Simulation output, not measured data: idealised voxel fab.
process module | voxel wiring stack
cross-section cut | 230 nm wide | cells 5 nm
A cross-section is a grid of square cells, given in bands from the top down. A band is one or more rows of cells.
Each band's line starts with the height of the band's top and of its bottom, in nm. Then come its materials from left to right, each with its width in nm. One material with "throughout" fills the band from edge to edge. "air" is empty space.
Height 0 is the level under which the wafer as received is all one material. The lowest band goes on downwards, as in "0 down".
A width such as "30 to 40" changes by the same amount from each row of cells to the next, from the band's top row to its bottom row.
"no change" after a step means that no cell of the cross-section changed.
closed voids: empty space of 8 cells or more with no open way to the top, each as width x height at its distance from the left edge, in nm
after a step's settings: what the simulator itself notes on the step
overlay nm, on a step with a mask: how far to the right of its planned place the mask lay; to the left if negative
plan
1 op RECEIVE | material Si
2 op CONFORMAL_DEP | material SiO2 | thk nm 15
3 op DIRECTIONAL_DEP | material TiN | thk nm 5
4 op DIRECTIONAL_DEP | material W | thk nm 25
5 op DIRECTIONAL_DEP | material aC | thk nm 15
6 op PATTERN | tone cover | mask id METAL_1 | material resist | width nm 25 | pitch nm 40 | thk nm 30 | overlay nm 0
7 op DIRECTIONAL_ETCH | etch materials aC | depth nm 15
8 op STRIP | etch materials resist
9 op DIRECTIONAL_ETCH | etch materials W | depth nm 25
10 op DIRECTIONAL_ETCH | etch materials TiN | depth nm 5
11 op STRIP | etch materials aC
12 op FILL_DEP | material lowk | thk nm 5
13 op CMP | height nm 45
14 op CONFORMAL_DEP | material SiCN | thk nm 5
15 op DIRECTIONAL_DEP | material SiO2 | thk nm 15
16 op DIRECTIONAL_DEP | material aC | thk nm 10
17 op PATTERN | tone open | mask id PLUG_1 | material resist | width nm 15 | pitch nm 80 | thk nm 25 | overlay nm 0
18 op DIRECTIONAL_ETCH | etch materials aC | depth nm 10
19 op STRIP | etch materials resist
20 op DIRECTIONAL_ETCH | etch materials SiO2 | depth nm 15
21 op DIRECTIONAL_ETCH | etch materials SiCN | depth nm 5
22 op STRIP | etch materials aC
23 op EPI | material Ru | thk nm 10
24 op EPI | material Ru | thk nm 10
25 op DIRECTIONAL_DEP | material TiN | thk nm 5
26 op DIRECTIONAL_DEP | material W | thk nm 15
27 op MASKED_ETCH | tone cover | mask id METAL_2 | width nm 25 | pitch nm 40 | etch materials W | depth nm 15 | overlay nm 0
28 op MASKED_ETCH | tone cover | mask id METAL_2 | width nm 25 | pitch nm 40 | etch materials TiN | depth nm 5 | overlay nm 0
29 op CONFORMAL_DEP | material SiN | thk nm 5
30 op FILL_DEP | material SiO2 | thk nm 5
31 op CMP | height nm 85
32 op CONFORMAL_DEP | material SiCN | thk nm 5
33 op DIRECTIONAL_DEP | material lowk | thk nm 25
34 op DIRECTIONAL_DEP | material aC | thk nm 15
35 op PATTERN | tone open | mask id METAL_3_HOLES | material resist | width nm 15 | pitch nm 40 | thk nm 35 | overlay nm 0
36 op DIRECTIONAL_ETCH | etch materials aC | depth nm 15
37 op STRIP | etch materials resist
38 op DIRECTIONAL_ETCH | etch materials lowk | depth nm 25
39 op STRIP | etch materials aC
40 op DIRECTIONAL_DEP | material aC | thk nm 10
41 op PATTERN | tone open | mask id METAL_3 | material resist | width nm 25 | pitch nm 40 | thk nm 25 | overlay nm 0
42 op DIRECTIONAL_ETCH | etch materials aC | depth nm 10
43 op STRIP | etch materials resist
44 op DIRECTIONAL_ETCH | etch materials lowk | depth nm 15
45 op DIRECTIONAL_ETCH | etch materials SiCN | depth nm 5
46 op STRIP | etch materials aC
47 op CONFORMAL_DEP | material TiN | thk nm 5
48 op FILL_DEP | material Ru | thk nm 5
49 op CMP | height nm 115
50 op CONFORMAL_DEP | material SiCN | thk nm 5
51 op DIRECTIONAL_DEP | material lowk | thk nm 15
52 op PATTERN | tone open | mask id PLUG_3 | material resist | width nm 15 | pitch nm 80 | thk nm 15 | overlay nm 0
53 op DIRECTIONAL_ETCH | etch materials lowk | depth nm 15
54 op DIRECTIONAL_ETCH | etch materials SiCN | depth nm 5
55 op STRIP | etch materials resist
56 op CONFORMAL_DEP | material TiN | thk nm 5
57 op FILL_DEP | material W | thk nm 5
58 op CMP | height nm 135
59 op DIRECTIONAL_DEP | material TiN | thk nm 5
60 op DIRECTIONAL_DEP | material W | thk nm 15
61 op PATTERN | tone cover | mask id METAL_4 | material resist | width nm 25 | pitch nm 40 | thk nm 15 | overlay nm 0
62 op DIRECTIONAL_ETCH | etch materials W | depth nm 15
63 op DIRECTIONAL_ETCH | etch materials TiN | depth nm 5
64 op STRIP | etch materials resist
65 op FILL_DEP | material lowk | thk nm 10
66 op CMP | height nm 155
67 op CONFORMAL_DEP | material SiCN | thk nm 5
first wafer, as planned
as received, after step 1
  0 down: Si throughout
  closed voids: none
after step 2
  15 to 0: SiO2 throughout
  below 0: unchanged
after step 3
  20 to 15: TiN throughout
  below 15: unchanged
after step 4
  45 to 20: W throughout
  below 20: unchanged
after step 5
  60 to 45: aC throughout
  below 45: unchanged
after step 6
  90 to 60: air 40 | resist 25 | air 15 | resist 25 | air 15 | resist 25 | air 15 | resist 25 | air 45
  below 60: unchanged
after step 7
  75 to 60: air 40 | resist 25 | air 15 | resist 25 | air 15 | resist 25 | air 15 | resist 25 | air 45
  60 to 45: air 40 | aC 25 | air 15 | aC 25 | air 15 | aC 25 | air 15 | aC 25 | air 45
  below 45: unchanged
after step 8
  60 to 45: air 40 | aC 25 | air 15 | aC 25 | air 15 | aC 25 | air 15 | aC 25 | air 45
  below 45: unchanged
after step 9
  60 to 45: air 40 | aC 25 | air 15 | aC 25 | air 15 | aC 25 | air 15 | aC 25 | air 45
  45 to 20: air 40 | W 25 | air 15 | W 25 | air 15 | W 25 | air 15 | W 25 | air 45
  below 20: unchanged
after step 10
  60 to 45: air 40 | aC 25 | air 15 | aC 25 | air 15 | aC 25 | air 15 | aC 25 | air 45
  45 to 20: air 40 | W 25 | air 15 | W 25 | air 15 | W 25 | air 15 | W 25 | air 45
  20 to 15: air 40 | TiN 25 | air 15 | TiN 25 | air 15 | TiN 25 | air 15 | TiN 25 | air 45
  below 15: unchanged
after step 11
  45 to 20: air 40 | W 25 | air 15 | W 25 | air 15 | W 25 | air 15 | W 25 | air 45
  below 20: unchanged
after step 12
  50 to 45: lowk throughout
  45 to 20: lowk 40 | W 25 | lowk 15 | W 25 | lowk 15 | W 25 | lowk 15 | W 25 | lowk 45
  20 to 15: lowk 40 | TiN 25 | lowk 15 | TiN 25 | lowk 15 | TiN 25 | lowk 15 | TiN 25 | lowk 45
  below 15: unchanged
after step 13
  45 to 20: lowk 40 | W 25 | lowk 15 | W 25 | lowk 15 | W 25 | lowk 15 | W 25 | lowk 45
  below 20: unchanged
after step 14
  50 to 45: SiCN throughout
  below 45: unchanged
after step 15
  65 to 50: SiO2 throughout
  below 50: unchanged
after step 16
  75 to 65: aC throughout
  below 65: unchanged
after step 17
  100 to 75: resist 40 | air 15 | resist 65 | air 15 | resist 95
  below 75: unchanged
after step 18
  90 to 75: resist 40 | air 15 | resist 65 | air 15 | resist 95
  75 to 65: aC 40 | air 15 | aC 65 | air 15 | aC 95
  below 65: unchanged
after step 19
  75 to 65: aC 40 | air 15 | aC 65 | air 15 | aC 95
  below 65: unchanged
after step 20
  75 to 65: aC 40 | air 15 | aC 65 | air 15 | aC 95
  65 to 50: SiO2 40 | air 15 | SiO2 65 | air 15 | SiO2 95
  below 50: unchanged
after step 21
  75 to 65: aC 40 | air 15 | aC 65 | air 15 | aC 95
  65 to 50: SiO2 40 | air 15 | SiO2 65 | air 15 | SiO2 95
  50 to 45: SiCN 40 | air 15 | SiCN 65 | air 15 | SiCN 95
  below 45: unchanged
after step 22
  65 to 50: SiO2 40 | air 15 | SiO2 65 | air 15 | SiO2 95
  below 50: unchanged
after step 23
  65 to 55: SiO2 40 | air 15 | SiO2 65 | air 15 | SiO2 95
  55 to 50: SiO2 40 | Ru 15 | SiO2 65 | Ru 15 | SiO2 95
  50 to 45: SiCN 40 | Ru 15 | SiCN 65 | Ru 15 | SiCN 95
  below 45: unchanged
after step 24
  65 to 50: SiO2 40 | Ru 15 | SiO2 65 | Ru 15 | SiO2 95
  below 50: unchanged
after step 25
  70 to 65: TiN throughout
  below 65: unchanged
after step 26
  85 to 70: W throughout
  below 70: unchanged
after step 27
  85 to 70: air 40 | W 25 | air 15 | W 25 | air 15 | W 25 | air 15 | W 25 | air 45
  below 70: unchanged
after step 28
  85 to 70: air 40 | W 25 | air 15 | W 25 | air 15 | W 25 | air 15 | W 25 | air 45
  70 to 65: air 40 | TiN 25 | air 15 | TiN 25 | air 15 | TiN 25 | air 15 | TiN 25 | air 45
  below 65: unchanged
after step 29
  90 to 85: air 35 | SiN 35 | air 5 | SiN 35 | air 5 | SiN 35 | air 5 | SiN 35 | air 40
  85 to 70: air 35 | SiN 5 | W 25 | SiN 5 | air 5 | SiN 5 | W 25 | SiN 5 | air 5 | SiN 5 | W 25 | SiN 5 | air 5 | SiN 5 | W 25 | SiN 5 | air 40
  70 to 65: SiN 40 | TiN 25 | SiN 15 | TiN 25 | SiN 15 | TiN 25 | SiN 15 | TiN 25 | SiN 45
  below 65: unchanged
after step 30
  95 to 90: SiO2 throughout
  90 to 85: SiO2 35 | SiN 35 | SiO2 5 | SiN 35 | SiO2 5 | SiN 35 | SiO2 5 | SiN 35 | SiO2 40
  85 to 70: SiO2 35 | SiN 5 | W 25 | SiN 5 | SiO2 5 | SiN 5 | W 25 | SiN 5 | SiO2 5 | SiN 5 | W 25 | SiN 5 | SiO2 5 | SiN 5 | W 25 | SiN 5 | SiO2 40
  below 70: unchanged
after step 31
  85 to 70: SiO2 35 | SiN 5 | W 25 | SiN 5 | SiO2 5 | SiN 5 | W 25 | SiN 5 | SiO2 5 | SiN 5 | W 25 | SiN 5 | SiO2 5 | SiN 5 | W 25 | SiN 5 | SiO2 40
  below 70: unchanged
after step 32
  90 to 85: SiCN throughout
  below 85: unchanged
after step 33
  115 to 90: lowk throughout
  below 90: unchanged
after step 34
  130 to 115: aC throughout
  below 115: unchanged
after step 35
  165 to 130: resist 40 | air 15 | resist 25 | air 15 | resist 25 | air 15 | resist 25 | air 15 | resist 55
  below 130: unchanged
after step 36
  150 to 130: resist 40 | air 15 | resist 25 | air 15 | resist 25 | air 15 | resist 25 | air 15 | resist 55
  130 to 115: aC 40 | air 15 | aC 25 | air 15 | aC 25 | air 15 | aC 25 | air 15 | aC 55
  below 115: unchanged
after step 37
  130 to 115: aC 40 | air 15 | aC 25 | air 15 | aC 25 | air 15 | aC 25 | air 15 | aC 55
  below 115: unchanged
after step 38
  130 to 115: aC 40 | air 15 | aC 25 | air 15 | aC 25 | air 15 | aC 25 | air 15 | aC 55
  115 to 90: lowk 40 | air 15 | lowk 25 | air 15 | lowk 25 | air 15 | lowk 25 | air 15 | lowk 55
  below 90: unchanged
after step 39
  115 to 90: lowk 40 | air 15 | lowk 25 | air 15 | lowk 25 | air 15 | lowk 25 | air 15 | lowk 55
  below 90: unchanged
after step 40
  125 to 115: aC 40 | air 15 | aC 25 | air 15 | aC 25 | air 15 | aC 25 | air 15 | aC 55
  115 to 100: lowk 40 | air 15 | lowk 25 | air 15 | lowk 25 | air 15 | lowk 25 | air 15 | lowk 55
  100 to 90: lowk 40 | aC 15 | lowk 25 | aC 15 | lowk 25 | aC 15 | lowk 25 | aC 15 | lowk 55
  below 90: unchanged
after step 41
  150 to 125: resist 40 | air 25 | resist 15 | air 25 | resist 15 | air 25 | resist 15 | air 25 | resist 45
  below 125: unchanged
after step 42
  140 to 125: resist 40 | air 25 | resist 15 | air 25 | resist 15 | air 25 | resist 15 | air 25 | resist 45
  125 to 115: aC 40 | air 25 | aC 15 | air 25 | aC 15 | air 25 | aC 15 | air 25 | aC 45
  115 to 90: lowk 40 | air 15 | lowk 25 | air 15 | lowk 25 | air 15 | lowk 25 | air 15 | lowk 55
  below 90: unchanged
after step 43
  125 to 115: aC 40 | air 25 | aC 15 | air 25 | aC 15 | air 25 | aC 15 | air 25 | aC 45
  below 115: unchanged
after step 44
  125 to 115: aC 40 | air 25 | aC 15 | air 25 | aC 15 | air 25 | aC 15 | air 25 | aC 45
  115 to 100: lowk 40 | air 25 | lowk 15 | air 25 | lowk 15 | air 25 | lowk 15 | air 25 | lowk 45
  below 100: unchanged
after step 45
  125 to 115: aC 40 | air 25 | aC 15 | air 25 | aC 15 | air 25 | aC 15 | air 25 | aC 45
  115 to 100: lowk 40 | air 25 | lowk 15 | air 25 | lowk 15 | air 25 | lowk 15 | air 25 | lowk 45
  100 to 90: lowk 40 | air 15 | lowk 25 | air 15 | lowk 25 | air 15 | lowk 25 | air 15 | lowk 55
  90 to 85: SiCN 40 | air 15 | SiCN 25 | air 15 | SiCN 25 | air 15 | SiCN 25 | air 15 | SiCN 55
  below 85: unchanged
after step 46
  115 to 100: lowk 40 | air 25 | lowk 15 | air 25 | lowk 15 | air 25 | lowk 15 | air 25 | lowk 45
  below 100: unchanged
after step 47
  120 to 115: TiN 45 | air 15 | TiN 25 | air 15 | TiN 25 | air 15 | TiN 25 | air 15 | TiN 50
  115 to 105: lowk 40 | TiN 5 | air 15 | TiN 5 | lowk 15 | TiN 5 | air 15 | TiN 5 | lowk 15 | TiN 5 | air 15 | TiN 5 | lowk 15 | TiN 5 | air 15 | TiN 5 | lowk 45
  105 to 100: lowk 40 | TiN 5 | air 5 | TiN 15 | lowk 15 | TiN 5 | air 5 | TiN 15 | lowk 15 | TiN 5 | air 5 | TiN 15 | lowk 15 | TiN 5 | air 5 | TiN 15 | lowk 45
  100 to 90: lowk 40 | TiN 5 | air 5 | TiN 5 | lowk 25 | TiN 5 | air 5 | TiN 5 | lowk 25 | TiN 5 | air 5 | TiN 5 | lowk 25 | TiN 5 | air 5 | TiN 5 | lowk 55
  90 to 85: SiCN 40 | TiN 15 | SiCN 25 | TiN 15 | SiCN 25 | TiN 15 | SiCN 25 | TiN 15 | SiCN 55
  below 85: unchanged
after step 48
  125 to 120: Ru throughout
  120 to 115: TiN 45 | Ru 15 | TiN 25 | Ru 15 | TiN 25 | Ru 15 | TiN 25 | Ru 15 | TiN 50
  115 to 105: lowk 40 | TiN 5 | Ru 15 | TiN 5 | lowk 15 | TiN 5 | Ru 15 | TiN 5 | lowk 15 | TiN 5 | Ru 15 | TiN 5 | lowk 15 | TiN 5 | Ru 15 | TiN 5 | lowk 45
  105 to 100: lowk 40 | TiN 5 | Ru 5 | TiN 15 | lowk 15 | TiN 5 | Ru 5 | TiN 15 | lowk 15 | TiN 5 | Ru 5 | TiN 15 | lowk 15 | TiN 5 | Ru 5 | TiN 15 | lowk 45
  100 to 90: lowk 40 | TiN 5 | Ru 5 | TiN 5 | lowk 25 | TiN 5 | Ru 5 | TiN 5 | lowk 25 | TiN 5 | Ru 5 | TiN 5 | lowk 25 | TiN 5 | Ru 5 | TiN 5 | lowk 55
  below 90: unchanged
after step 49
  115 to 105: lowk 40 | TiN 5 | Ru 15 | TiN 5 | lowk 15 | TiN 5 | Ru 15 | TiN 5 | lowk 15 | TiN 5 | Ru 15 | TiN 5 | lowk 15 | TiN 5 | Ru 15 | TiN 5 | lowk 45
  below 105: unchanged
after step 50
  120 to 115: SiCN throughout
  below 115: unchanged
after step 51
  135 to 120: lowk throughout
  below 120: unchanged
after step 52
  150 to 135: resist 40 | air 15 | resist 65 | air 15 | resist 95
  below 135: unchanged
after step 53
  150 to 135: resist 40 | air 15 | resist 65 | air 15 | resist 95
  135 to 120: lowk 40 | air 15 | lowk 65 | air 15 | lowk 95
  below 120: unchanged
after step 54
  150 to 135: resist 40 | air 15 | resist 65 | air 15 | resist 95
  135 to 120: lowk 40 | air 15 | lowk 65 | air 15 | lowk 95
  120 to 115: SiCN 40 | air 15 | SiCN 65 | air 15 | SiCN 95
  below 115: unchanged
after step 55
  135 to 120: lowk 40 | air 15 | lowk 65 | air 15 | lowk 95
  below 120: unchanged
after step 56
  140 to 135: TiN 45 | air 5 | TiN 75 | air 5 | TiN 100
  135 to 120: lowk 40 | TiN 5 | air 5 | TiN 5 | lowk 65 | TiN 5 | air 5 | TiN 5 | lowk 95
  120 to 115: SiCN 40 | TiN 15 | SiCN 65 | TiN 15 | SiCN 95
  below 115: unchanged
after step 57
  145 to 140: W throughout
  140 to 135: TiN 45 | W 5 | TiN 75 | W 5 | TiN 100
  135 to 120: lowk 40 | TiN 5 | W 5 | TiN 5 | lowk 65 | TiN 5 | W 5 | TiN 5 | lowk 95
  below 120: unchanged
after step 58
  135 to 120: lowk 40 | TiN 5 | W 5 | TiN 5 | lowk 65 | TiN 5 | W 5 | TiN 5 | lowk 95
  below 120: unchanged
after step 59
  140 to 135: TiN throughout
  below 135: unchanged
after step 60
  155 to 140: W throughout
  below 140: unchanged
after step 61
  170 to 155: air 40 | resist 25 | air 15 | resist 25 | air 15 | resist 25 | air 15 | resist 25 | air 45
  below 155: unchanged
after step 62
  170 to 155: air 40 | resist 25 | air 15 | resist 25 | air 15 | resist 25 | air 15 | resist 25 | air 45
  155 to 140: air 40 | W 25 | air 15 | W 25 | air 15 | W 25 | air 15 | W 25 | air 45
  below 140: unchanged
after step 63
  170 to 155: air 40 | resist 25 | air 15 | resist 25 | air 15 | resist 25 | air 15 | resist 25 | air 45
  155 to 140: air 40 | W 25 | air 15 | W 25 | air 15 | W 25 | air 15 | W 25 | air 45
  140 to 135: air 40 | TiN 25 | air 15 | TiN 25 | air 15 | TiN 25 | air 15 | TiN 25 | air 45
  below 135: unchanged
after step 64
  155 to 140: air 40 | W 25 | air 15 | W 25 | air 15 | W 25 | air 15 | W 25 | air 45
  below 140: unchanged
after step 65
  165 to 155: lowk throughout
  155 to 140: lowk 40 | W 25 | lowk 15 | W 25 | lowk 15 | W 25 | lowk 15 | W 25 | lowk 45
  140 to 135: lowk 40 | TiN 25 | lowk 15 | TiN 25 | lowk 15 | TiN 25 | lowk 15 | TiN 25 | lowk 45
  below 135: unchanged
after step 66
  155 to 140: lowk 40 | W 25 | lowk 15 | W 25 | lowk 15 | W 25 | lowk 15 | W 25 | lowk 45
  below 140: unchanged
after step 67
  160 to 155: SiCN throughout
  below 155: unchanged
second wafer: like start, like plan, one mistake. Through step 23 it matches the first wafer
when step 24 should have ended
  70 to 65: TiN 40 | air 15 | TiN 65 | air 15 | TiN 95
  65 to 60: SiO2 40 | air 15 | SiO2 65 | air 15 | SiO2 95
  60 to 55: SiO2 40 | TiN 15 | SiO2 65 | TiN 15 | SiO2 95
  below 55: unchanged
when step 25 should have ended
  80 to 70: Ru throughout
  70 to 65: TiN 40 | Ru 15 | TiN 65 | Ru 15 | TiN 95
  65 to 60: SiO2 40 | Ru 15 | SiO2 65 | Ru 15 | SiO2 95
  below 60: unchanged
when step 26 should have ended
  95 to 80: W throughout
  below 80: unchanged
when step 27 should have ended
  95 to 80: air 40 | W 25 | air 15 | W 25 | air 15 | W 25 | air 15 | W 25 | air 45
  below 80: unchanged
when step 28 should have ended: no change
when step 29 should have ended
  100 to 95: air 35 | SiN 35 | air 5 | SiN 35 | air 5 | SiN 35 | air 5 | SiN 35 | air 40
  95 to 85: air 35 | SiN 5 | W 25 | SiN 5 | air 5 | SiN 5 | W 25 | SiN 5 | air 5 | SiN 5 | W 25 | SiN 5 | air 5 | SiN 5 | W 25 | SiN 5 | air 40
  85 to 80: SiN 40 | W 25 | SiN 15 | W 25 | SiN 15 | W 25 | SiN 15 | W 25 | SiN 45
  below 80: unchanged
when step 30 should have ended
  105 to 100: SiO2 throughout
  100 to 95: SiO2 35 | SiN 35 | SiO2 5 | SiN 35 | SiO2 5 | SiN 35 | SiO2 5 | SiN 35 | SiO2 40
  95 to 85: SiO2 35 | SiN 5 | W 25 | SiN 5 | SiO2 5 | SiN 5 | W 25 | SiN 5 | SiO2 5 | SiN 5 | W 25 | SiN 5 | SiO2 5 | SiN 5 | W 25 | SiN 5 | SiO2 40
  below 85: unchanged
when step 31 should have ended
  85 to 80: SiN 40 | W 25 | SiN 15 | W 25 | SiN 15 | W 25 | SiN 15 | W 25 | SiN 45
  below 80: unchanged
when step 32 should have ended
  90 to 85: SiCN throughout
  below 85: unchanged
when step 33 should have ended
  115 to 90: lowk throughout
  below 90: unchanged
when step 34 should have ended
  130 to 115: aC throughout
  below 115: unchanged
when step 35 should have ended
  165 to 130: resist 40 | air 15 | resist 25 | air 15 | resist 25 | air 15 | resist 25 | air 15 | resist 55
  below 130: unchanged
when step 36 should have ended
  150 to 130: resist 40 | air 15 | resist 25 | air 15 | resist 25 | air 15 | resist 25 | air 15 | resist 55
  130 to 115: aC 40 | air 15 | aC 25 | air 15 | aC 25 | air 15 | aC 25 | air 15 | aC 55
  below 115: unchanged
when step 37 should have ended
  130 to 115: aC 40 | air 15 | aC 25 | air 15 | aC 25 | air 15 | aC 25 | air 15 | aC 55
  below 115: unchanged
when step 38 should have ended
  130 to 115: aC 40 | air 15 | aC 25 | air 15 | aC 25 | air 15 | aC 25 | air 15 | aC 55
  115 to 90: lowk 40 | air 15 | lowk 25 | air 15 | lowk 25 | air 15 | lowk 25 | air 15 | lowk 55
  below 90: unchanged
when step 39 should have ended
  115 to 90: lowk 40 | air 15 | lowk 25 | air 15 | lowk 25 | air 15 | lowk 25 | air 15 | lowk 55
  below 90: unchanged
when step 40 should have ended
  125 to 115: aC 40 | air 15 | aC 25 | air 15 | aC 25 | air 15 | aC 25 | air 15 | aC 55
  115 to 100: lowk 40 | air 15 | lowk 25 | air 15 | lowk 25 | air 15 | lowk 25 | air 15 | lowk 55
  100 to 90: lowk 40 | aC 15 | lowk 25 | aC 15 | lowk 25 | aC 15 | lowk 25 | aC 15 | lowk 55
  below 90: unchanged
when step 41 should have ended
  150 to 125: resist 40 | air 25 | resist 15 | air 25 | resist 15 | air 25 | resist 15 | air 25 | resist 45
  below 125: unchanged
when step 42 should have ended
  140 to 125: resist 40 | air 25 | resist 15 | air 25 | resist 15 | air 25 | resist 15 | air 25 | resist 45
  125 to 115: aC 40 | air 25 | aC 15 | air 25 | aC 15 | air 25 | aC 15 | air 25 | aC 45
  115 to 90: lowk 40 | air 15 | lowk 25 | air 15 | lowk 25 | air 15 | lowk 25 | air 15 | lowk 55
  below 90: unchanged
when step 43 should have ended
  125 to 115: aC 40 | air 25 | aC 15 | air 25 | aC 15 | air 25 | aC 15 | air 25 | aC 45
  below 115: unchanged
when step 44 should have ended
  125 to 115: aC 40 | air 25 | aC 15 | air 25 | aC 15 | air 25 | aC 15 | air 25 | aC 45
  115 to 100: lowk 40 | air 25 | lowk 15 | air 25 | lowk 15 | air 25 | lowk 15 | air 25 | lowk 45
  below 100: unchanged
when step 45 should have ended
  125 to 115: aC 40 | air 25 | aC 15 | air 25 | aC 15 | air 25 | aC 15 | air 25 | aC 45
  115 to 100: lowk 40 | air 25 | lowk 15 | air 25 | lowk 15 | air 25 | lowk 15 | air 25 | lowk 45
  100 to 90: lowk 40 | air 15 | lowk 25 | air 15 | lowk 25 | air 15 | lowk 25 | air 15 | lowk 55
  90 to 85: SiCN 40 | air 15 | SiCN 25 | air 15 | SiCN 25 | air 15 | SiCN 25 | air 15 | SiCN 55
  below 85: unchanged
when step 46 should have ended
  115 to 100: lowk 40 | air 25 | lowk 15 | air 25 | lowk 15 | air 25 | lowk 15 | air 25 | lowk 45
  below 100: unchanged
when step 47 should have ended
  120 to 115: TiN 45 | air 15 | TiN 25 | air 15 | TiN 25 | air 15 | TiN 25 | air 15 | TiN 50
  115 to 105: lowk 40 | TiN 5 | air 15 | TiN 5 | lowk 15 | TiN 5 | air 15 | TiN 5 | lowk 15 | TiN 5 | air 15 | TiN 5 | lowk 15 | TiN 5 | air 15 | TiN 5 | lowk 45
  105 to 100: lowk 40 | TiN 5 | air 5 | TiN 15 | lowk 15 | TiN 5 | air 5 | TiN 15 | lowk 15 | TiN 5 | air 5 | TiN 15 | lowk 15 | TiN 5 | air 5 | TiN 15 | lowk 45
  100 to 90: lowk 40 | TiN 5 | air 5 | TiN 5 | lowk 25 | TiN 5 | air 5 | TiN 5 | lowk 25 | TiN 5 | air 5 | TiN 5 | lowk 25 | TiN 5 | air 5 | TiN 5 | lowk 55
  90 to 85: SiCN 40 | TiN 15 | SiCN 25 | TiN 15 | SiCN 25 | TiN 15 | SiCN 25 | TiN 15 | SiCN 55
  below 85: unchanged
when step 48 should have ended
  125 to 120: Ru throughout
  120 to 115: TiN 45 | Ru 15 | TiN 25 | Ru 15 | TiN 25 | Ru 15 | TiN 25 | Ru 15 | TiN 50
  115 to 105: lowk 40 | TiN 5 | Ru 15 | TiN 5 | lowk 15 | TiN 5 | Ru 15 | TiN 5 | lowk 15 | TiN 5 | Ru 15 | TiN 5 | lowk 15 | TiN 5 | Ru 15 | TiN 5 | lowk 45
  105 to 100: lowk 40 | TiN 5 | Ru 5 | TiN 15 | lowk 15 | TiN 5 | Ru 5 | TiN 15 | lowk 15 | TiN 5 | Ru 5 | TiN 15 | lowk 15 | TiN 5 | Ru 5 | TiN 15 | lowk 45
  100 to 90: lowk 40 | TiN 5 | Ru 5 | TiN 5 | lowk 25 | TiN 5 | Ru 5 | TiN 5 | lowk 25 | TiN 5 | Ru 5 | TiN 5 | lowk 25 | TiN 5 | Ru 5 | TiN 5 | lowk 55
  below 90: unchanged
when step 49 should have ended
  115 to 105: lowk 40 | TiN 5 | Ru 15 | TiN 5 | lowk 15 | TiN 5 | Ru 15 | TiN 5 | lowk 15 | TiN 5 | Ru 15 | TiN 5 | lowk 15 | TiN 5 | Ru 15 | TiN 5 | lowk 45
  below 105: unchanged
when step 50 should have ended
  120 to 115: SiCN throughout
  below 115: unchanged
when step 51 should have ended
  135 to 120: lowk throughout
  below 120: unchanged
when step 52 should have ended
  150 to 135: resist 40 | air 15 | resist 65 | air 15 | resist 95
  below 135: unchanged
when step 53 should have ended
  150 to 135: resist 40 | air 15 | resist 65 | air 15 | resist 95
  135 to 120: lowk 40 | air 15 | lowk 65 | air 15 | lowk 95
  below 120: unchanged
when step 54 should have ended
  150 to 135: resist 40 | air 15 | resist 65 | air 15 | resist 95
  135 to 120: lowk 40 | air 15 | lowk 65 | air 15 | lowk 95
  120 to 115: SiCN 40 | air 15 | SiCN 65 | air 15 | SiCN 95
  below 115: unchanged
when step 55 should have ended
  135 to 120: lowk 40 | air 15 | lowk 65 | air 15 | lowk 95
  below 120: unchanged
when step 56 should have ended
  140 to 135: TiN 45 | air 5 | TiN 75 | air 5 | TiN 100
  135 to 120: lowk 40 | TiN 5 | air 5 | TiN 5 | lowk 65 | TiN 5 | air 5 | TiN 5 | lowk 95
  120 to 115: SiCN 40 | TiN 15 | SiCN 65 | TiN 15 | SiCN 95
  below 115: unchanged
when step 57 should have ended
  145 to 140: W throughout
  140 to 135: TiN 45 | W 5 | TiN 75 | W 5 | TiN 100
  135 to 120: lowk 40 | TiN 5 | W 5 | TiN 5 | lowk 65 | TiN 5 | W 5 | TiN 5 | lowk 95
  below 120: unchanged
when step 58 should have ended
  135 to 120: lowk 40 | TiN 5 | W 5 | TiN 5 | lowk 65 | TiN 5 | W 5 | TiN 5 | lowk 95
  below 120: unchanged
when step 59 should have ended
  140 to 135: TiN throughout
  below 135: unchanged
when step 60 should have ended
  155 to 140: W throughout
  below 140: unchanged
when step 61 should have ended
  170 to 155: air 40 | resist 25 | air 15 | resist 25 | air 15 | resist 25 | air 15 | resist 25 | air 45
  below 155: unchanged
when step 62 should have ended
  170 to 155: air 40 | resist 25 | air 15 | resist 25 | air 15 | resist 25 | air 15 | resist 25 | air 45
  155 to 140: air 40 | W 25 | air 15 | W 25 | air 15 | W 25 | air 15 | W 25 | air 45
  below 140: unchanged
when step 63 should have ended
  170 to 155: air 40 | resist 25 | air 15 | resist 25 | air 15 | resist 25 | air 15 | resist 25 | air 45
  155 to 140: air 40 | W 25 | air 15 | W 25 | air 15 | W 25 | air 15 | W 25 | air 45
  140 to 135: air 40 | TiN 25 | air 15 | TiN 25 | air 15 | TiN 25 | air 15 | TiN 25 | air 45
  below 135: unchanged
when step 64 should have ended
  155 to 140: air 40 | W 25 | air 15 | W 25 | air 15 | W 25 | air 15 | W 25 | air 45
  below 140: unchanged
when step 65 should have ended
  165 to 155: lowk throughout
  155 to 140: lowk 40 | W 25 | lowk 15 | W 25 | lowk 15 | W 25 | lowk 15 | W 25 | lowk 45
  140 to 135: lowk 40 | TiN 25 | lowk 15 | TiN 25 | lowk 15 | TiN 25 | lowk 15 | TiN 25 | lowk 45
  below 135: unchanged
when step 66 should have ended
  155 to 140: lowk 40 | W 25 | lowk 15 | W 25 | lowk 15 | W 25 | lowk 15 | W 25 | lowk 45
  below 140: unchanged
when step 67 should have ended
  160 to 155: SiCN throughout
  below 155: unchanged
what went wrong: steps 24 and 25 were swapped
at the end the second wafer has, in cells: 92 more of Ru | 24 fewer of SiN | 54 fewer of SiO2 | 26 more of TiN | 40 fewer of W
